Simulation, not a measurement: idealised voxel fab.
Process module, titled voxel local oxidation
Section cut is 275 nm wide and gridded with 5 nm square cells.
Cross-section, as written here: a square-cell grid given band by band from the top down, where a band holds one or more rows of cells.
The entry gives the band's vertical extent as a top height and a bottom height in nm, then its horizontal make-up as materials from left to right, each with a width in nm. "empty" stands for empty space; a single material marked "everywhere" fills the band edge to edge.
Height datum 0, below which the as-received substrate wafer is one material. Lowest band open at the bottom, running downward: "0..down".
Width spec "30..40" -> top row of cells at first value, bottom row at second value, equal per-row change in between.
It should be understood that the words "remains unaltered", when stated for a given step, signify that the cross-section underwent no change in any of its cells during that step.
So "Closed cavities" is basically the list of trapped voids: any empty space of 8 cells or more that can't reach the top through an opening. They're written width x height at distance, the distance being from the left edge, and it's all nm.
On each step's line, the part that comes after the settings is the simulator's own comment on the step.
What "overlay nm" on a step's line means: if the step has a mask, that mask lay this far to the right of its planned place, or, when the value is negative, to the left.

## Intended process steps
1: RECEIVE: material Si
2: CONFORMAL_DEP: material SiO2, thk nm 5
3: CONFORMAL_DEP: material SiN, thk nm 15
4: PATTERN: tone cover, mask id ACTIVE, material resist, width nm 95, pitch nm 130, thk nm 20, overlay nm 0
5: DIRECTIONAL_ETCH: etch materials SiN, depth nm 15
6: STRIP: etch materials resist
7: SELECTIVE_ETCH: etch materials SiO2, depth nm 5
8: OXIDIZE: depth nm 15
9: STRIP: etch materials SiN

## Received-state cross-section, reflecting completion of step 1
- 0..down: Si everywhere
- Closed cavities: none

## The following cross-section depicts the wafer upon conclusion of the module. Processing commenced from the starting condition illustrated above and adhered to the plan illustrated above, save for one mistake in execution
- 20..5: 25 empty; 95 SiN; 35 empty; 95 SiN; 25 empty
- 5..0: 30 empty; 85 SiO2; 45 empty; 85 SiO2; 30 empty
- 0..-15: 45 SiO2; 55 Si; 75 SiO2; 55 Si; 45 SiO2
- -15..down: Si everywhere
- Closed cavities: none
What broke from the plan during processing? step 9 of the plan was excluded from execution and never run
